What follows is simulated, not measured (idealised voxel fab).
The name of this process module is voxel air gaps.
The cross-section on display is named cut; it measures 260 nm wide, and its cells are 5 nm squares.
If you're reading a cross-section in this doc, picture square cells in a grid; it comes to you as bands, top ones listed first down to the bottom, and a band can be one or more rows of cells. What a band's entry tells you: where the top is and where the bottom is, as heights in nm, and after that what lies inside, material by material from left to right, each with its width in nm. Empty space is written as the word "air", and a single material marked with the word "everywhere" occupies the band from edge to edge. Where do heights start? At 0: under that level the wafer as delivered is made of one material only. And the lowest band has no floor; it just carries on downward, as in "from 0 down". When a width is written as two numbers, as in "30..40", the first number is the width in the top row of cells of the band and the second is the width in its bottom row, and the width changes by the same amount from each row to the next. Take "identical to before" at face value: in the step it is given for, the cross-section changed in none of its cells. What "Enclosed void inventory" gives you is every empty space of 8 cells or more that is cut off from the top. Each appears as width x height at distance, with the distance taken from the left edge and width, height and distance all in nm. On each step's line, the part that comes after the settings is the simulator's own comment on the step. overlay nm: where the mask lay relative to plan, measured to the right, on steps with a mask; negatives go left.
Steps in the process plan
1. RECEIVE: material Si
2. CONFORMAL_DEP: material SiO2, thk nm 10
3. CONFORMAL_DEP: material SiCN, thk nm 5
4. DIRECTIONAL_DEP: material lowk, thk nm 40
5. DIRECTIONAL_DEP: material aC, thk nm 15
6. PATTERN: tone open, mask id LINES, material resist, width nm 25, pitch nm 50, thk nm 35, overlay nm 0
7. DIRECTIONAL_ETCH: etch materials aC, depth nm 15
8. STRIP: etch materials resist
9. DIRECTIONAL_ETCH: etch materials lowk, depth nm 40
10. STRIP: etch materials aC
11. CONFORMAL_DEP: material TiN, thk nm 5
12. FILL_DEP: material W, thk nm 5
13. CMP: height nm 55
14. EPI: material Ru, thk nm 10
15. SELECTIVE_ETCH: etch materials lowk, depth nm 50
16. CONFORMAL_DEP: material SiCN, thk nm 5
Run as planned: first of two wafers
This is the cross-section of the wafer as we received it, i.e. after step 1
    from 0 down: Si everywhere
    Enclosed void inventory: none
Upon completion of step 2, the wafer appears in cross-section as shown
    from 10 to 0: SiO2 everywhere
    Nothing below the height 0 has changed.
Upon completion of step 3, the wafer appears in cross-section as shown
    from 15 to 10: SiCN everywhere
    Nothing below the height 10 has changed.
Upon completion of step 4, the wafer appears in cross-section as shown
    from 55 to 15: lowk everywhere
    Nothing below the height 15 has changed.
Upon completion of step 5, the wafer appears in cross-section as shown
    from 70 to 55: aC everywhere
    Nothing below the height 55 has changed.
Upon completion of step 6, the wafer appears in cross-section as shown
    from 105 to 70: resist (40) / air (25) / resist (25) / air (25) / resist (25) / air (25) / resist (25) / air (25) / resist (45)
    Nothing below the height 70 has changed.
Upon completion of step 7, the wafer appears in cross-section as shown
    from 90 to 70: resist (40) / air (25) / resist (25) / air (25) / resist (25) / air (25) / resist (25) / air (25) / resist (45)
    from 70 to 55: aC (40) / air (25) / aC (25) / air (25) / aC (25) / air (25) / aC (25) / air (25) / aC (45)
    Nothing below the height 55 has changed.
Upon completion of step 8, the wafer appears in cross-section as shown
    from 70 to 55: aC (40) / air (25) / aC (25) / air (25) / aC (25) / air (25) / aC (25) / air (25) / aC (45)
    Nothing below the height 55 has changed.
Upon completion of step 9, the wafer appears in cross-section as shown
    from 70 to 55: aC (40) / air (25) / aC (25) / air (25) / aC (25) / air (25) / aC (25) / air (25) / aC (45)
    from 55 to 15: lowk (40) / air (25) / lowk (25) / air (25) / lowk (25) / air (25) / lowk (25) / air (25) / lowk (45)
    Nothing below the height 15 has changed.
Upon completion of step 10, the wafer appears in cross-section as shown
    from 55 to 15: lowk (40) / air (25) / lowk (25) / air (25) / lowk (25) / air (25) / lowk (25) / air (25) / lowk (45)
    Nothing below the height 15 has changed.
Upon completion of step 11, the wafer appears in cross-section as shown
    from 60 to 55: TiN (45) / air (15) / TiN (35) / air (15) / TiN (35) / air (15) / TiN (35) / air (15) / TiN (50)
    from 55 to 20: lowk (40) / TiN (5) / air (15) / TiN (5) / lowk (25) / TiN (5) / air (15) / TiN (5) / lowk (25) / TiN (5) / air (15) / TiN (5) / lowk (25) / TiN (5) / air (15) / TiN (5) / lowk (45)
    from 20 to 15: lowk (40) / TiN (25) / lowk (25) / TiN (25) / lowk (25) / TiN (25) / lowk (25) / TiN (25) / lowk (45)
    Nothing below the height 15 has changed.
Upon completion of step 12, the wafer appears in cross-section as shown
    from 65 to 60: W everywhere
    from 60 to 55: TiN (45) / W (15) / TiN (35) / W (15) / TiN (35) / W (15) / TiN (35) / W (15) / TiN (50)
    from 55 to 20: lowk (40) / TiN (5) / W (15) / TiN (5) / lowk (25) / TiN (5) / W (15) / TiN (5) / lowk (25) / TiN (5) / W (15) / TiN (5) / lowk (25) / TiN (5) / W (15) / TiN (5) / lowk (45)
    Nothing below the height 20 has changed.
Upon completion of step 13, the wafer appears in cross-section as shown
    from 55 to 20: lowk (40) / TiN (5) / W (15) / TiN (5) / lowk (25) / TiN (5) / W (15) / TiN (5) / lowk (25) / TiN (5) / W (15) / TiN (5) / lowk (25) / TiN (5) / W (15) / TiN (5) / lowk (45)
    Nothing below the height 20 has changed.
Upon completion of step 14, the wafer appears in cross-section as shown
    from 65 to 55: air (30) / Ru (45) / air (5) / Ru (45) / air (5) / Ru (45) / air (5) / Ru (45) / air (35)
    Nothing below the height 55 has changed.
Upon completion of step 15, the wafer appears in cross-section as shown
    from 65 to 55: air (30) / Ru (45) / air (5) / Ru (45) / air (5) / Ru (45) / air (5) / Ru (45) / air (35)
    from 55 to 20: air (40) / TiN (5) / W (15) / TiN (5) / air (25) / TiN (5) / W (15) / TiN (5) / air (25) / TiN (5) / W (15) / TiN (5) / air (25) / TiN (5) / W (15) / TiN (5) / air (45)
    from 20 to 15: air (40) / TiN (25) / air (25) / TiN (25) / air (25) / TiN (25) / air (25) / TiN (25) / air (45)
    Nothing below the height 15 has changed.
Upon completion of step 16, the wafer appears in cross-section as shown
    from 70 to 65: air (25) / SiCN (205) / air (30)
    from 65 to 55: air (25) / SiCN (5) / Ru (45) / SiCN (5) / Ru (45) / SiCN (5) / Ru (45) / SiCN (5) / Ru (45) / SiCN (5) / air (30)
    from 55 to 50: air (25) / SiCN (15) / TiN (5) / W (15) / TiN (5) / SiCN (25) / TiN (5) / W (15) / TiN (5) / SiCN (25) / TiN (5) / W (15) / TiN (5) / SiCN (25) / TiN (5) / W (15) / TiN (5) / SiCN (15) / air (30)
    from 50 to 20: air (35) / SiCN (5) / TiN (5) / W (15) / TiN (5) / SiCN (5) / air (15) / SiCN (5) / TiN (5) / W (15) / TiN (5) / SiCN (5) / air (15) / SiCN (5) / TiN (5) / W (15) / TiN (5) / SiCN (5) / air (15) / SiCN (5) / TiN (5) / W (15) / TiN (5) / SiCN (5) / air (40)
    from 20 to 15: SiCN (40) / TiN (25) / SiCN (25) / TiN (25) / SiCN (25) / TiN (25) / SiCN (25) / TiN (25) / SiCN (45)
    Nothing below the height 15 has changed.
    Enclosed void inventory: 15 x 30 at 70; 15 x 30 at 120; 15 x 30 at 170
Now the other wafer: same start, same recipe, but we messed up one thing when running it. Up to and including step 5 it's the same as the first one
Cross-section: second wafer, time at which step 6 was scheduled to end
    from 105 to 70: resist (40) / air (30) / resist (20) / air (30) / resist (20) / air (30) / resist (20) / air (30) / resist (40)
    Nothing below the height 70 has changed.
Cross-section: second wafer, time at which step 7 was scheduled to end
    from 90 to 70: resist (40) / air (30) / resist (20) / air (30) / resist (20) / air (30) / resist (20) / air (30) / resist (40)
    from 70 to 55: aC (40) / air (30) / aC (20) / air (30) / aC (20) / air (30) / aC (20) / air (30) / aC (40)
    Nothing below the height 55 has changed.
Cross-section: second wafer, time at which step 8 was scheduled to end
    from 70 to 55: aC (40) / air (30) / aC (20) / air (30) / aC (20) / air (30) / aC (20) / air (30) / aC (40)
    Nothing below the height 55 has changed.
Cross-section: second wafer, time at which step 9 was scheduled to end
    from 70 to 55: aC (40) / air (30) / aC (20) / air (30) / aC (20) / air (30) / aC (20) / air (30) / aC (40)
    from 55 to 15: lowk (40) / air (30) / lowk (20) / air (30) / lowk (20) / air (30) / lowk (20) / air (30) / lowk (40)
    Nothing below the height 15 has changed.
Cross-section: second wafer, time at which step 10 was scheduled to end
    from 55 to 15: lowk (40) / air (30) / lowk (20) / air (30) / lowk (20) / air (30) / lowk (20) / air (30) / lowk (40)
    Nothing below the height 15 has changed.
Cross-section: second wafer, time at which step 11 was scheduled to end
    from 60 to 55: TiN (45) / air (20) / TiN (30) / air (20) / TiN (30) / air (20) / TiN (30) / air (20) / TiN (45)
    from 55 to 20: lowk (40) / TiN (5) / air (20) / TiN (5) / lowk (20) / TiN (5) / air (20) / TiN (5) / lowk (20) / TiN (5) / air (20) / TiN (5) / lowk (20) / TiN (5) / air (20) / TiN (5) / lowk (40)
    from 20 to 15: lowk (40) / TiN (30) / lowk (20) / TiN (30) / lowk (20) / TiN (30) / lowk (20) / TiN (30) / lowk (40)
    Nothing below the height 15 has changed.
Cross-section: second wafer, time at which step 12 was scheduled to end
    from 65 to 60: W everywhere
    from 60 to 55: TiN (45) / W (20) / TiN (30) / W (20) / TiN (30) / W (20) / TiN (30) / W (20) / TiN (45)
    from 55 to 20: lowk (40) / TiN (5) / W (20) / TiN (5) / lowk (20) / TiN (5) / W (20) / TiN (5) / lowk (20) / TiN (5) / W (20) / TiN (5) / lowk (20) / TiN (5) / W (20) / TiN (5) / lowk (40)
    Nothing below the height 20 has changed.
Cross-section: second wafer, time at which step 13 was scheduled to end
    from 55 to 20: lowk (40) / TiN (5) / W (20) / TiN (5) / lowk (20) / TiN (5) / W (20) / TiN (5) / lowk (20) / TiN (5) / W (20) / TiN (5) / lowk (20) / TiN (5) / W (20) / TiN (5) / lowk (40)
    Nothing below the height 20 has changed.
Cross-section: second wafer, time at which step 14 was scheduled to end
    from 65 to 55: air (30) / Ru (200) / air (30)
    Nothing below the height 55 has changed.
Cross-section: second wafer, time at which step 15 was scheduled to end
    from 65 to 55: air (30) / Ru (200) / air (30)
    from 55 to 20: air (40) / TiN (5) / W (20) / TiN (5) / lowk (20) / TiN (5) / W (20) / TiN (5) / lowk (20) / TiN (5) / W (20) / TiN (5) / lowk (20) / TiN (5) / W (20) / TiN (5) / air (40)
    from 20 to 15: air (40) / TiN (30) / lowk (20) / TiN (30) / lowk (20) / TiN (30) / lowk (20) / TiN (30) / air (40)
    Nothing below the height 15 has changed.
Cross-section: second wafer, time at which step 16 was scheduled to end
    from 70 to 65: air (25) / SiCN (210) / air (25)
    from 65 to 55: air (25) / SiCN (5) / Ru (200) / SiCN (5) / air (25)
    from 55 to 50: air (25) / SiCN (15) / TiN (5) / W (20) / TiN (5) / lowk (20) / TiN (5) / W (20) / TiN (5) / lowk (20) / TiN (5) / W (20) / TiN (5) / lowk (20) / TiN (5) / W (20) / TiN (5) / SiCN (15) / air (25)
    from 50 to 20: air (35) / SiCN (5) / TiN (5) / W (20) / TiN (5) / lowk (20) / TiN (5) / W (20) / TiN (5) / lowk (20) / TiN (5) / W (20) / TiN (5) / lowk (20) / TiN (5) / W (20) / TiN (5) / SiCN (5) / air (35)
    from 20 to 15: SiCN (40) / TiN (30) / lowk (20) / TiN (30) / lowk (20) / TiN (30) / lowk (20) / TiN (30) / SiCN (40)
    Nothing below the height 15 has changed.
What was the processing mistake? step 6 ran differently from the plan; actual operation with settings: PATTERN: tone open, mask id LINES, material resist, width nm 30, pitch nm 50, thk nm 35, overlay nm 0
The final cell counts differ between the wafers, with the second having more or fewer of some materials than the first: Ru +8, SiCN -72, TiN +4, W +28, lowk +96
By the end, 3 closed voids are present in the first wafer and 0 in the second.
